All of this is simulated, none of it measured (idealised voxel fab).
A process module follows: voxel self aligned contacts.
Cross-section cut spans 215 nm and uses square cells 5 nm in size.
Cross-section, as written here: a square-cell grid given band by band from the top down, where a band holds one or more rows of cells.
Heads up on the band format: heights come first, top then bottom, in nm. After that it's the materials left to right, each with its width in nm. A single material flagged "everywhere" fills the whole band edge to edge, and "air" means there's empty space there.
Height is counted from the level 0, under which the received wafer is composed throughout of one material. The lowest of the bands is not closed at the bottom but continues downward, in the notation "top 0, no bottom".
The expression "30 to 40" gives the width at the extremes of the band, the first number at its top row of cells and the second at its bottom row, with the width changing by equal amounts from each row to the next in between.
For the purposes of this document, the phrase "same as before" attached to a step denotes that no cell within the cross-section was modified by that step.
So "Enclosed internal cavities" is basically the list of trapped voids: any empty space of 8 cells or more that can't reach the top through an opening. They're written width x height at distance, the distance being from the left edge, and it's all nm.
Read whatever lies past the settings on a step's line as the simulator's own remark about the step.
Among the settings permitted on a step's line is "overlay nm"; applied to a step with a mask, it specifies the extent to which the mask lay to the right of its planned position, whereas a negative figure signifies a position to the left.
## This section lists the process steps that were planned
step 1: RECEIVE, material Si
step 2: CONFORMAL_DEP, material SiO2, thk nm 5
step 3: DIRECTIONAL_DEP, material polySi, thk nm 30
step 4: DIRECTIONAL_DEP, material SiN, thk nm 15
step 5: DIRECTIONAL_DEP, material aC, thk nm 15
step 6: PATTERN, tone cover, mask id GATE, material resist, width nm 35, pitch nm 60, thk nm 30, overlay nm 0
step 7: DIRECTIONAL_ETCH, etch materials aC, depth nm 15
step 8: STRIP, etch materials resist
step 9: DIRECTIONAL_ETCH, etch materials SiN, depth nm 15
step 10: DIRECTIONAL_ETCH, etch materials polySi, depth nm 30
step 11: STRIP, etch materials aC
step 12: CONFORMAL_DEP, material SiN, thk nm 5
step 13: DIRECTIONAL_ETCH, etch materials SiN, depth nm 5
step 14: FILL_DEP, material SiO2, thk nm 20
step 15: CMP, height nm 60
step 16: PATTERN, tone open, mask id CONTACT, material resist, width nm 45, thk nm 20, overlay nm 0
step 17: DIRECTIONAL_ETCH, etch materials SiO2, depth nm 60
step 18: STRIP, etch materials resist
step 19: CONFORMAL_DEP, material TiN, thk nm 5
step 20: FILL_DEP, material W, thk nm 5
step 21: CMP, height nm 60
step 22: CONFORMAL_DEP, material SiN, thk nm 5
## Wafer at receipt (post step 1), cross-section
    top 0, no bottom | Si everywhere
    Enclosed internal cavities: none
## Cross-section at module end, one run error; start and plan unchanged from above
    top 65, bottom 60 | SiN everywhere
    top 60, bottom 50 | 85 SiO2 / 5 TiN / 35 W / 5 TiN / 85 SiO2
    top 50, bottom 45 | 85 SiO2 / 15 TiN / 15 W / 15 TiN / 85 SiO2
    top 45, bottom 35 | 60 SiO2 / 35 SiN / 5 TiN / 15 W / 5 TiN / 35 SiN / 60 SiO2
    top 35, bottom 5 | 60 SiO2 / 35 polySi / 5 TiN / 15 W / 5 TiN / 35 polySi / 60 SiO2
    top 5, bottom 0 | 95 SiO2 / 25 TiN / 95 SiO2
    top 0, no bottom | Si everywhere
    Enclosed internal cavities: none
Heads up, the wafer didn't run the way we planned it: execution of step 12 of the plan did not take place, the step having been omitted
